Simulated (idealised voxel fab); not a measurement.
Proc. module: voxel transistor to metal
Cross-section cut: width 150 nm, square cells of 5 nm.
Each cross-section below is a grid of square cells, stated as bands in top-down order, with one or more rows of cells making up each band.
Heads up on the band format: heights come first, top then bottom, in nm. After that it's the materials left to right, each with its width in nm. A single material flagged "edge to edge" fills the whole band edge to edge, and "empty" means there's empty space there.
All heights in this document are referenced to 0, defined as the level beneath which the wafer, as received, consists entirely of one material. The lowest band is not bounded below; it extends indefinitely downward and is written in the form "0..down".
You'd read "30..40" like this: the band's top row of cells is as wide as the first number, its bottom row is as wide as the second, and going down, every row changes width by the same amount as the row before did.
Basically "remained the same" means that step didn't change any cell in the cross-section.
"Trapped voids" specifies each empty space that is not open to the top and that occupies no fewer than 8 cells, using the form width x height at distance, the distance measured from the left edge and all three quantities in nm.
That trailing text on a step's line, after the settings, is the simulator's own remark on the step.
"overlay nm" on a masked step: distance the mask lay right of its planned place, negative for left.
-- Steps planned for the process
1 RECEIVE, material Si
2 CONFORMAL_DEP, material SiO2, thk nm 5
3 CONFORMAL_DEP, material SiN, thk nm 15
4 DIRECTIONAL_DEP, material aC, thk nm 15
5 PATTERN, tone cover, mask id ACTIVE, material resist, width nm 100, thk nm 35, overlay nm 0
6 DIRECTIONAL_ETCH, etch materials aC, depth nm 15
7 STRIP, etch materials resist
8 DIRECTIONAL_ETCH, etch materials SiN, depth nm 15
9 DIRECTIONAL_ETCH, etch materials SiO2, depth nm 5
10 DIRECTIONAL_ETCH, etch materials Si, depth nm 25
11 STRIP, etch materials aC
12 OXIDIZE, depth nm 5
13 FILL_DEP, material SiO2, thk nm 10
14 CMP, height nm 20
15 SELECTIVE_ETCH, etch materials SiO2, depth nm 10
16 STRIP, etch materials SiN
17 SELECTIVE_ETCH, etch materials SiO2, depth nm 5
18 OXIDIZE, depth nm 5
19 DIRECTIONAL_DEP, material polySi, thk nm 20
20 DIRECTIONAL_DEP, material SiCN, thk nm 15
21 PATTERN, tone cover, mask id GATE, material resist, width nm 20, thk nm 15, overlay nm 0
22 DIRECTIONAL_ETCH, etch materials SiCN, depth nm 25
23 DIRECTIONAL_ETCH, etch materials polySi, depth nm 30
24 STRIP, etch materials resist
25 CONFORMAL_DEP, material SiN, thk nm 10
26 DIRECTIONAL_ETCH, etch materials SiN, depth nm 10
27 DIRECTIONAL_ETCH, etch materials SiO2, depth nm 5
28 DIRECTIONAL_ETCH, etch materials Si, depth nm 15
29 EPI, material nSi, thk nm 15
30 FILL_DEP, material SiO2, thk nm 5
31 CMP, height nm 35
32 DIRECTIONAL_DEP, material SiO2, thk nm 15
33 MASKED_ETCH, tone open, mask id CONTACT, width nm 30, pitch nm 60, etch materials SiO2, depth nm 55, overlay nm 0
34 CONFORMAL_DEP, material TiN, thk nm 5
35 FILL_DEP, material W, thk nm 10
36 CMP, height nm 50
37 CONFORMAL_DEP, material SiN, thk nm 5
38 DIRECTIONAL_DEP, material SiO2, thk nm 15
39 MASKED_ETCH, tone open, mask id METAL_1, width nm 15, pitch nm 75, etch materials SiO2, depth nm 15, overlay nm 0
40 MASKED_ETCH, tone open, mask id METAL_1, width nm 15, pitch nm 75, etch materials SiN, depth nm 5, overlay nm 0
41 CONFORMAL_DEP, material TiN, thk nm 5
42 FILL_DEP, material Cu, thk nm 10
43 CMP, height nm 70
44 CONFORMAL_DEP, material SiCN, thk nm 5
45 DIRECTIONAL_DEP, material SiO2, thk nm 35
46 PATTERN, tone open, mask id METAL_2, material resist, width nm 15, pitch nm 75, thk nm 20, overlay nm 0
47 DIRECTIONAL_ETCH, etch materials SiO2, depth nm 20
48 STRIP, etch materials resist
49 DIRECTIONAL_DEP, material aC, thk nm 15
50 PATTERN, tone open, mask id METAL_2_HOLES, material resist, width nm 15, pitch nm 75, thk nm 30, overlay nm 0
51 DIRECTIONAL_ETCH, etch materials aC, depth nm 15
52 STRIP, etch materials resist
53 DIRECTIONAL_ETCH, etch materials SiO2, depth nm 15
54 DIRECTIONAL_ETCH, etch materials SiCN, depth nm 5
55 STRIP, etch materials aC
56 CONFORMAL_DEP, material TiN, thk nm 5
57 FILL_DEP, material Cu, thk nm 5
58 CMP, height nm 110
59 CONFORMAL_DEP, material SiN, thk nm 5
-- The cross-section here shows the wafer as received, i.e. in its state after step 1
0..down = Si edge to edge
Trapped voids: none
-- Module complete - cross-section of the first of two wafers, run according to plan
115..110 = SiN edge to edge
110..75 = SiO2 (30), TiN (5), Cu (5), TiN (5), SiO2 (60), TiN (5), Cu (5), TiN (5), SiO2 (30)
75..70 = SiCN (30), TiN (15), SiCN (60), TiN (15), SiCN (30)
70..55 = SiO2 (30), TiN (5), Cu (5), TiN (5), SiO2 (60), TiN (5), Cu (5), TiN (5), SiO2 (30)
55..50 = SiN (30), TiN (15), SiN (60), TiN (15), SiN (30)
50..40 = SiO2 (30), TiN (5), W (20), TiN (5), SiO2 (30), TiN (5), W (20), TiN (5), SiO2 (30)
40..35 = SiO2 (30), TiN (5), W (15), TiN (10), SiO2 (30), TiN (10), W (15), TiN (5), SiO2 (30)
35..20 = SiO2 (30), TiN (5), W (15), TiN (5), SiN (10), SiCN (20), SiN (10), TiN (5), W (15), TiN (5), SiO2 (30)
20..15 = SiO2 (30), TiN (5), W (15), TiN (5), SiN (10), polySi (20), SiN (10), TiN (5), W (15), TiN (5), SiO2 (30)
15..10 = SiO2 (30), TiN (25), SiN (10), polySi (20), SiN (10), TiN (25), SiO2 (30)
10..5 = SiO2 (30), TiN (10), nSi (15), SiN (10), polySi (20), SiN (10), nSi (15), TiN (10), SiO2 (30)
5..0 = SiO2 (20), SiN (10), TiN (10), nSi (15), SiN (10), polySi (20), SiN (10), nSi (15), TiN (10), SiN (10), SiO2 (20)
0..-5 = SiO2 (30), TiN (10), nSi (15), SiO2 (40), nSi (15), TiN (10), SiO2 (30)
-5..-20 = SiO2 (30), nSi (25), Si (40), nSi (25), SiO2 (30)
-20..-30 = SiO2 (30), Si (90), SiO2 (30)
-30..down = Si edge to edge
Trapped voids: none
-- Now the second wafer, cross-sectioned at the end of the module. Nothing different at the start, nothing different in the plan compared with the first, just one mistake when it was actually run
115..110 = SiN edge to edge
110..75 = SiO2 (30), TiN (5), Cu (5), TiN (5), SiO2 (60), TiN (5), Cu (5), TiN (5), SiO2 (30)
75..70 = SiCN (30), TiN (15), SiCN (60), TiN (15), SiCN (30)
70..55 = SiO2 (30), TiN (5), Cu (5), TiN (5), SiO2 (60), TiN (5), Cu (5), TiN (5), SiO2 (30)
55..50 = SiN (30), TiN (15), SiN (60), TiN (15), SiN (30)
50..40 = SiO2 (20), TiN (5), W (20), TiN (5), SiO2 (30), TiN (5), W (20), TiN (5), SiO2 (40)
40..35 = SiO2 (20), TiN (5), W (20), TiN (5), SiO2 (30), TiN (20), W (5), TiN (5), SiO2 (40)
35..20 = SiO2 (20), TiN (5), W (20), TiN (5), SiO2 (5), SiN (10), SiCN (20), SiN (10), TiN (5), W (5), TiN (5), SiO2 (40)
20..15 = SiO2 (20), TiN (5), W (20), TiN (5), SiO2 (5), SiN (10), polySi (20), SiN (10), TiN (5), W (5), TiN (5), SiO2 (40)
15..10 = SiO2 (20), TiN (5), W (10), TiN (15), SiO2 (5), SiN (10), polySi (20), SiN (10), TiN (15), SiO2 (40)
10..5 = SiO2 (20), TiN (20), nSi (15), SiN (10), polySi (20), SiN (10), nSi (15), SiO2 (40)
5..0 = SiO2 (20), SiN (10), TiN (10), nSi (15), SiN (10), polySi (20), SiN (10), nSi (15), SiO2 (10), SiN (10), SiO2 (20)
0..-5 = SiO2 (30), TiN (10), nSi (15), SiO2 (40), nSi (15), SiO2 (40)
-5..-20 = SiO2 (30), nSi (25), Si (40), nSi (25), SiO2 (30)
-20..-30 = SiO2 (30), Si (90), SiO2 (30)
-30..down = Si edge to edge
Trapped voids: none
Where did the run depart from the plan? the process deviated at step 33: the operation and settings actually run there were MASKED_ETCH, tone open, mask id CONTACT, width nm 30, pitch nm 60, etch materials SiO2, depth nm 55, overlay nm -10
Final difference in cells, second wafer against first, listed per material as more or fewer: 9 more of SiO2 | 6 fewer of TiN | 3 fewer of W
